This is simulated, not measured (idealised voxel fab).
Process module name: voxel wiring stack
220 nm wide, 5 nm square cells: that's cross-section cut.
This document writes a cross-section as a grid whose cells are square, and gives it as bands, listed from the top down; one or more rows of cells form a band.
Band entry format. Leading values: height of top, height of bottom, nm. Remainder: materials in left-to-right order, each with its width in nm. Special words: "full width" on a single material, which then fills the band edge to edge; "air", empty space.
Height 0 is the level under which the wafer as received is all one material. The lowest band goes on downwards, as in "top 0, no bottom".
A two-number width, for instance "30->40", indicates that the width is equal to the first number in the top row of the band and to the second number in the bottom row, and that it changes by a constant amount per row of cells.
Reading "remained unchanged" for a step: not a cell of the cross-section changed in it.
So "Closed void table" is basically the list of trapped voids: any empty space of 8 cells or more that can't reach the top through an opening. They're written width x height at distance, the distance being from the left edge, and it's all nm.
Step line, after settings: the simulator's comment on this step.
overlay nm: step with mask; distance mask lay right of planned place; negative value = left of planned place.

# The following list gives the planned process steps
| 1 | RECEIVE [material Si] |
| 2 | CONFORMAL_DEP [material SiO2] [thk nm 10] |
| 3 | CONFORMAL_DEP [material SiN] [thk nm 5] |
| 4 | DIRECTIONAL_DEP [material lowk] [thk nm 20] |
| 5 | MASKED_ETCH [tone open] [mask id METAL_1] [width nm 30] [pitch nm 50] [etch materials lowk] [depth nm 20] [overlay nm 0] |
| 6 | MASKED_ETCH [tone open] [mask id METAL_1] [width nm 30] [pitch nm 50] [etch materials SiN] [depth nm 5] [overlay nm 0] |
| 7 | CONFORMAL_DEP [material TiN] [thk nm 5] |
| 8 | FILL_DEP [material Cu] [thk nm 10] |
| 9 | CMP [height nm 35] |
| 10 | EPI [material Ru] [thk nm 5] |
| 11 | FILL_DEP [material SiCN] [thk nm 5] |
| 12 | DIRECTIONAL_DEP [material lowk] [thk nm 20] |
| 13 | MASKED_ETCH [tone open] [mask id PLUG_1] [width nm 15] [etch materials lowk] [depth nm 20] [overlay nm 0] |
| 14 | MASKED_ETCH [tone open] [mask id PLUG_1] [width nm 15] [etch materials SiCN] [depth nm 5] [overlay nm 0] |
| 15 | EPI [material Ru] [thk nm 10] |
| 16 | EPI [material Ru] [thk nm 10] |
| 17 | EPI [material Ru] [thk nm 5] |
| 18 | CONFORMAL_DEP [material SiN] [thk nm 5] |
| 19 | DIRECTIONAL_DEP [material lowk] [thk nm 25] |
| 20 | MASKED_ETCH [tone open] [mask id METAL_2] [width nm 30] [pitch nm 50] [etch materials lowk] [depth nm 25] [overlay nm 0] |
| 21 | MASKED_ETCH [tone open] [mask id METAL_2] [width nm 30] [pitch nm 50] [etch materials SiN] [depth nm 5] [overlay nm 0] |
| 22 | CONFORMAL_DEP [material TiN] [thk nm 5] |
| 23 | FILL_DEP [material W] [thk nm 10] |
| 24 | CMP [height nm 95] |
| 25 | CONFORMAL_DEP [material SiCN] [thk nm 5] |
| 26 | DIRECTIONAL_DEP [material SiO2] [thk nm 15] |
| 27 | PATTERN [tone open] [mask id PLUG_2] [material resist] [width nm 15] [pitch nm 50] [thk nm 20] [overlay nm 0] |
| 28 | DIRECTIONAL_ETCH [etch materials SiO2] [depth nm 15] |
| 29 | DIRECTIONAL_ETCH [etch materials SiCN] [depth nm 5] |
| 30 | STRIP [etch materials resist] |
| 31 | EPI [material Ru] [thk nm 10] |
| 32 | EPI [material Ru] [thk nm 10] |
| 33 | CONFORMAL_DEP [material SiCN] [thk nm 5] |
| 34 | DIRECTIONAL_DEP [material SiO2] [thk nm 15] |
| 35 | MASKED_ETCH [tone open] [mask id METAL_3] [width nm 30] [pitch nm 50] [etch materials SiO2] [depth nm 15] [overlay nm 0] |
| 36 | MASKED_ETCH [tone open] [mask id METAL_3] [width nm 30] [pitch nm 50] [etch materials SiCN] [depth nm 5] [overlay nm 0] |
| 37 | CONFORMAL_DEP [material TiN] [thk nm 5] |
| 38 | FILL_DEP [material W] [thk nm 5] |
| 39 | CMP [height nm 135] |
| 40 | EPI [material Ru] [thk nm 5] |
| 41 | FILL_DEP [material SiCN] [thk nm 5] |
| 42 | DIRECTIONAL_DEP [material SiO2] [thk nm 10] |
| 43 | MASKED_ETCH [tone open] [mask id PLUG_3] [width nm 15] [pitch nm 50] [etch materials SiO2] [depth nm 10] [overlay nm 0] |
| 44 | MASKED_ETCH [tone open] [mask id PLUG_3] [width nm 15] [pitch nm 50] [etch materials SiCN] [depth nm 5] [overlay nm 0] |
| 45 | EPI [material Ru] [thk nm 10] |
| 46 | EPI [material Ru] [thk nm 5] |
| 47 | CONFORMAL_DEP [material SiCN] [thk nm 5] |
| 48 | DIRECTIONAL_DEP [material lowk] [thk nm 15] |
| 49 | MASKED_ETCH [tone open] [mask id METAL_4] [width nm 30] [pitch nm 50] [etch materials lowk] [depth nm 15] [overlay nm 0] |
| 50 | MASKED_ETCH [tone open] [mask id METAL_4] [width nm 30] [pitch nm 50] [etch materials SiCN] [depth nm 5] [overlay nm 0] |
| 51 | CONFORMAL_DEP [material TiN] [thk nm 5] |
| 52 | FILL_DEP [material W] [thk nm 10] |
| 53 | CMP [height nm 175] |
| 54 | CONFORMAL_DEP [material SiCN] [thk nm 5] |

# Cross-sectional view of the wafer in its as-received condition, corresponding to the state after step 1
top 0, no bottom  Si full width
Closed void table: none

# As-planned run: cross-section of the first of two wafers at end of module
top 180, bottom 175  SiCN full width
top 175, bottom 160  70 lowk, 5 TiN, 20 W, 5 TiN, 20 lowk, 5 TiN, 20 W, 5 TiN, 70 lowk
top 160, bottom 155  70 SiCN, 30 TiN, 20 SiCN, 30 TiN, 70 SiCN
top 155, bottom 145  70 SiO2, 15 Ru, 35 SiO2, 15 Ru, 85 SiO2
top 145, bottom 135  70->65 SiCN, 15->40 Ru, 35->10 SiCN, 15->40 Ru, 85->65 SiCN
top 135, bottom 120  70 SiO2, 5 TiN, 20 W, 5 TiN, 20 SiO2, 5 TiN, 20 W, 5 TiN, 70 SiO2
top 120, bottom 115  70 SiCN, 30 TiN, 20 SiCN, 30 TiN, 70 SiCN
top 115, bottom 100  70 SiO2, 15 Ru, 35 SiO2, 15 Ru, 85 SiO2
top 100, bottom 95  70 SiCN, 15 Ru, 35 SiCN, 15 Ru, 85 SiCN
top 95, bottom 70  70 lowk, 5 TiN, 20 W, 5 TiN, 20 lowk, 5 TiN, 20 W, 5 TiN, 70 lowk
top 70, bottom 65  70 SiN, 30 TiN, 20 SiN, 30 TiN, 70 SiN
top 65, bottom 45  70 lowk, 15 Ru, 135 lowk
top 45, bottom 40  70 SiCN, 15 Ru, 135 SiCN
top 40, bottom 35  65 SiCN, 40 Ru, 10 SiCN, 40 Ru, 65 SiCN
top 35, bottom 15  70 lowk, 5 TiN, 20 Cu, 5 TiN, 20 lowk, 5 TiN, 20 Cu, 5 TiN, 70 lowk
top 15, bottom 10  70 SiN, 30 TiN, 20 SiN, 30 TiN, 70 SiN
top 10, bottom 0  SiO2 full width
top 0, no bottom  Si full width
Closed void table: none

# Second wafer through the module, sectioned at the end: same beginning and same plan as the first wafer, with one mistake in carrying it out
top 180, bottom 175  SiCN full width
top 175, bottom 165  70 lowk, 5 TiN, 20 W, 5 TiN, 20 lowk, 5 TiN, 20 W, 5 TiN, 70 lowk
top 165, bottom 160  70 lowk, 15 TiN, 10 W, 5 TiN, 20 lowk, 15 TiN, 10 W, 5 TiN, 70 lowk
top 160, bottom 155  80 SiCN, 20 TiN, 30 SiCN, 20 TiN, 70 SiCN
top 155, bottom 145  70 SiO2, 15 Ru, 35 SiO2, 15 Ru, 85 SiO2
top 145, bottom 135  70->65 SiCN, 15->40 Ru, 35->10 SiCN, 15->40 Ru, 85->65 SiCN
top 135, bottom 120  70 SiO2, 5 TiN, 20 W, 5 TiN, 20 SiO2, 5 TiN, 20 W, 5 TiN, 70 SiO2
top 120, bottom 115  70 SiCN, 30 TiN, 20 SiCN, 30 TiN, 70 SiCN
top 115, bottom 100  70 SiO2, 15 Ru, 35 SiO2, 15 Ru, 85 SiO2
top 100, bottom 95  70 SiCN, 15 Ru, 35 SiCN, 15 Ru, 85 SiCN
top 95, bottom 70  70 lowk, 5 TiN, 20 W, 5 TiN, 20 lowk, 5 TiN, 20 W, 5 TiN, 70 lowk
top 70, bottom 65  70 SiN, 30 TiN, 20 SiN, 30 TiN, 70 SiN
top 65, bottom 45  70 lowk, 15 Ru, 135 lowk
top 45, bottom 40  70 SiCN, 15 Ru, 135 SiCN
top 40, bottom 35  65 SiCN, 40 Ru, 10 SiCN, 40 Ru, 65 SiCN
top 35, bottom 15  70 lowk, 5 TiN, 20 Cu, 5 TiN, 20 lowk, 5 TiN, 20 Cu, 5 TiN, 70 lowk
top 15, bottom 10  70 SiN, 30 TiN, 20 SiN, 30 TiN, 70 SiN
top 10, bottom 0  SiO2 full width
top 0, no bottom  Si full width
Closed void table: none
Which mistake was made when the wafer was run? step 50 did not happen as planned, as run it was MASKED_ETCH [tone open] [mask id METAL_4] [width nm 30] [pitch nm 50] [etch materials SiCN] [depth nm 5] [overlay nm 10]
End of process, cell counts, second wafer against first, materials with more or fewer: SiCN: 4 more, W: 4 fewer
